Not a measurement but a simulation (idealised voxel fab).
Process module in this document: voxel trench capacitor
We display cut, a cross-section 185 nm in width whose square cells are each 5 nm.
Cross-section layout: square cells on a grid; listed as bands, top to bottom; a band spans one or more cell rows.
Within each band entry, the heights of the top and of the bottom of the band appear first, in that order and in nm; the materials of the band then follow from left to right, each with its corresponding width in nm. The designation "all across" on a single material indicates that it fills the band from edge to edge; the designation "blank" indicates empty space.
Heights are measured from 0, the level below which the as-received wafer is all one material; the lowest band has no bottom and continues downward, written as in "from 0 down".
Graded width ("30 to 40"): value in top row of band = first number; value in bottom row = second number; row-to-row change constant.
"no change" -> step changed no cross-section cell.
Heads up: "Encapsulated voids" only lists the empty pockets with no open path to the top that are 8 cells or more, and it writes them as width x height at distance, distance from the left edge, in nm.
Where a step's line continues beyond its settings, the continuation is a remark by the simulator itself on that step.
"overlay nm" answers the question of how far to the right of plan the mask lay on a step that has a mask, and when it is negative the answer is to the left.
### Below is the list of planned process steps
1) RECEIVE: material Si
2) CONFORMAL_DEP: material SiN, thk nm 5
3) DIRECTIONAL_DEP: material aC, thk nm 10
4) PATTERN: tone open, mask id TRENCH, material resist, width nm 20, pitch nm 45, thk nm 25, overlay nm 0
5) DIRECTIONAL_ETCH: etch materials aC, depth nm 10
6) STRIP: etch materials resist
7) DIRECTIONAL_ETCH: etch materials SiN, depth nm 5
8) DIRECTIONAL_ETCH: etch materials Si, depth nm 40
9) STRIP: etch materials aC
10) CONFORMAL_DEP: material Al2O3, thk nm 5
11) FILL_DEP: material polySi, thk nm 10
12) CMP: height nm 5
### The first of a set of two wafers, run to plan
### Cross-section, incoming material, after step 1
  from 0 down | Si all across
  Encapsulated voids: none
### After step 2, in cross-section
  from 5 to 0 | SiN all across
  At heights below 0, the structure remains unaltered.
### After step 3, in cross-section
  from 15 to 5 | aC all across
  At heights below 5, the structure remains unaltered.
### After step 4, in cross-section
  from 40 to 15 | 15 resist  20 blank  25 resist  20 blank  25 resist  20 blank  25 resist  20 blank  15 resist
  At heights below 15, the structure remains unaltered.
### After step 5, in cross-section
  from 30 to 15 | 15 resist  20 blank  25 resist  20 blank  25 resist  20 blank  25 resist  20 blank  15 resist
  from 15 to 5 | 15 aC  20 blank  25 aC  20 blank  25 aC  20 blank  25 aC  20 blank  15 aC
  At heights below 5, the structure remains unaltered.
### After step 6, in cross-section
  from 15 to 5 | 15 aC  20 blank  25 aC  20 blank  25 aC  20 blank  25 aC  20 blank  15 aC
  At heights below 5, the structure remains unaltered.
### After step 7, in cross-section
  from 15 to 5 | 15 aC  20 blank  25 aC  20 blank  25 aC  20 blank  25 aC  20 blank  15 aC
  from 5 to 0 | 15 SiN  20 blank  25 SiN  20 blank  25 SiN  20 blank  25 SiN  20 blank  15 SiN
  At heights below 0, the structure remains unaltered.
### After step 8, in cross-section
  from 15 to 5 | 15 aC  20 blank  25 aC  20 blank  25 aC  20 blank  25 aC  20 blank  15 aC
  from 5 to 0 | 15 SiN  20 blank  25 SiN  20 blank  25 SiN  20 blank  25 SiN  20 blank  15 SiN
  from 0 to -40 | 15 Si  20 blank  25 Si  20 blank  25 Si  20 blank  25 Si  20 blank  15 Si
  At heights below -40, the structure remains unaltered.
### After step 9, in cross-section
  from 5 to 0 | 15 SiN  20 blank  25 SiN  20 blank  25 SiN  20 blank  25 SiN  20 blank  15 SiN
  At heights below 0, the structure remains unaltered.
### After step 10, in cross-section
  from 10 to 5 | 20 Al2O3  10 blank  35 Al2O3  10 blank  35 Al2O3  10 blank  35 Al2O3  10 blank  20 Al2O3
  from 5 to 0 | 15 SiN  5 Al2O3  10 blank  5 Al2O3  25 SiN  5 Al2O3  10 blank  5 Al2O3  25 SiN  5 Al2O3  10 blank  5 Al2O3  25 SiN  5 Al2O3  10 blank  5 Al2O3  15 SiN
  from 0 to -35 | 15 Si  5 Al2O3  10 blank  5 Al2O3  25 Si  5 Al2O3  10 blank  5 Al2O3  25 Si  5 Al2O3  10 blank  5 Al2O3  25 Si  5 Al2O3  10 blank  5 Al2O3  15 Si
  from -35 to -40 | 15 Si  20 Al2O3  25 Si  20 Al2O3  25 Si  20 Al2O3  25 Si  20 Al2O3  15 Si
  At heights below -40, the structure remains unaltered.
### After step 11, in cross-section
  from 20 to 10 | polySi all across
  from 10 to 5 | 20 Al2O3  10 polySi  35 Al2O3  10 polySi  35 Al2O3  10 polySi  35 Al2O3  10 polySi  20 Al2O3
  from 5 to 0 | 15 SiN  5 Al2O3  10 polySi  5 Al2O3  25 SiN  5 Al2O3  10 polySi  5 Al2O3  25 SiN  5 Al2O3  10 polySi  5 Al2O3  25 SiN  5 Al2O3  10 polySi  5 Al2O3  15 SiN
  from 0 to -35 | 15 Si  5 Al2O3  10 polySi  5 Al2O3  25 Si  5 Al2O3  10 polySi  5 Al2O3  25 Si  5 Al2O3  10 polySi  5 Al2O3  25 Si  5 Al2O3  10 polySi  5 Al2O3  15 Si
  At heights below -35, the structure remains unaltered.
### After step 12, in cross-section
  from 5 to 0 | 15 SiN  5 Al2O3  10 polySi  5 Al2O3  25 SiN  5 Al2O3  10 polySi  5 Al2O3  25 SiN  5 Al2O3  10 polySi  5 Al2O3  25 SiN  5 Al2O3  10 polySi  5 Al2O3  15 SiN
  At heights below 0, the structure remains unaltered.
### For the second wafer, take the first wafer's start and plan, then add one mistake made in running it; everything through step 3, that step included, is shared with the first
### Cross-section of the second wafer at the time step 4 of the plan should have ended
  from 40 to 15 | 15 blank  20 resist  25 blank  20 resist  25 blank  20 resist  25 blank  20 resist  15 blank
  At heights below 15, the structure remains unaltered.
### Cross-section of the second wafer at the time step 5 of the plan should have ended
  from 30 to 15 | 15 blank  20 resist  25 blank  20 resist  25 blank  20 resist  25 blank  20 resist  15 blank
  from 15 to 5 | 15 blank  20 aC  25 blank  20 aC  25 blank  20 aC  25 blank  20 aC  15 blank
  At heights below 5, the structure remains unaltered.
### Cross-section of the second wafer at the time step 6 of the plan should have ended
  from 15 to 5 | 15 blank  20 aC  25 blank  20 aC  25 blank  20 aC  25 blank  20 aC  15 blank
  At heights below 5, the structure remains unaltered.
### Cross-section of the second wafer at the time step 7 of the plan should have ended
  from 15 to 5 | 15 blank  20 aC  25 blank  20 aC  25 blank  20 aC  25 blank  20 aC  15 blank
  from 5 to 0 | 15 blank  20 SiN  25 blank  20 SiN  25 blank  20 SiN  25 blank  20 SiN  15 blank
  At heights below 0, the structure remains unaltered.
### Cross-section of the second wafer at the time step 8 of the plan should have ended
  from 15 to 5 | 15 blank  20 aC  25 blank  20 aC  25 blank  20 aC  25 blank  20 aC  15 blank
  from 5 to 0 | 15 blank  20 SiN  25 blank  20 SiN  25 blank  20 SiN  25 blank  20 SiN  15 blank
  from 0 to -40 | 15 blank  20 Si  25 blank  20 Si  25 blank  20 Si  25 blank  20 Si  15 blank
  At heights below -40, the structure remains unaltered.
### Cross-section of the second wafer at the time step 9 of the plan should have ended
  from 5 to 0 | 15 blank  20 SiN  25 blank  20 SiN  25 blank  20 SiN  25 blank  20 SiN  15 blank
  At heights below 0, the structure remains unaltered.
### Cross-section of the second wafer at the time step 10 of the plan should have ended
  from 10 to 5 | 10 blank  30 Al2O3  15 blank  30 Al2O3  15 blank  30 Al2O3  15 blank  30 Al2O3  10 blank
  from 5 to 0 | 10 blank  5 Al2O3  20 SiN  5 Al2O3  15 blank  5 Al2O3  20 SiN  5 Al2O3  15 blank  5 Al2O3  20 SiN  5 Al2O3  15 blank  5 Al2O3  20 SiN  5 Al2O3  10 blank
  from 0 to -35 | 10 blank  5 Al2O3  20 Si  5 Al2O3  15 blank  5 Al2O3  20 Si  5 Al2O3  15 blank  5 Al2O3  20 Si  5 Al2O3  15 blank  5 Al2O3  20 Si  5 Al2O3  10 blank
  from -35 to -40 | 15 Al2O3  20 Si  25 Al2O3  20 Si  25 Al2O3  20 Si  25 Al2O3  20 Si  15 Al2O3
  At heights below -40, the structure remains unaltered.
### Cross-section of the second wafer at the time step 11 of the plan should have ended
  from 20 to 10 | polySi all across
  from 10 to 5 | 10 polySi  30 Al2O3  15 polySi  30 Al2O3  15 polySi  30 Al2O3  15 polySi  30 Al2O3  10 polySi
  from 5 to 0 | 10 polySi  5 Al2O3  20 SiN  5 Al2O3  15 polySi  5 Al2O3  20 SiN  5 Al2O3  15 polySi  5 Al2O3  20 SiN  5 Al2O3  15 polySi  5 Al2O3  20 SiN  5 Al2O3  10 polySi
  from 0 to -35 | 10 polySi  5 Al2O3  20 Si  5 Al2O3  15 polySi  5 Al2O3  20 Si  5 Al2O3  15 polySi  5 Al2O3  20 Si  5 Al2O3  15 polySi  5 Al2O3  20 Si  5 Al2O3  10 polySi
  At heights below -35, the structure remains unaltered.
### Cross-section of the second wafer at the time step 12 of the plan should have ended
  from 5 to 0 | 10 polySi  5 Al2O3  20 SiN  5 Al2O3  15 polySi  5 Al2O3  20 SiN  5 Al2O3  15 polySi  5 Al2O3  20 SiN  5 Al2O3  15 polySi  5 Al2O3  20 SiN  5 Al2O3  10 polySi
  At heights below 0, the structure remains unaltered.
The plan and the run diverged here: contrary to plan, step 4 was performed as PATTERN: tone cover, mask id TRENCH, material resist, width nm 20, pitch nm 45, thk nm 25, overlay nm 0
End of process, cell counts, second wafer against first, materials with more or fewer: +5 Al2O3; -40 Si; -5 SiN; +40 polySi
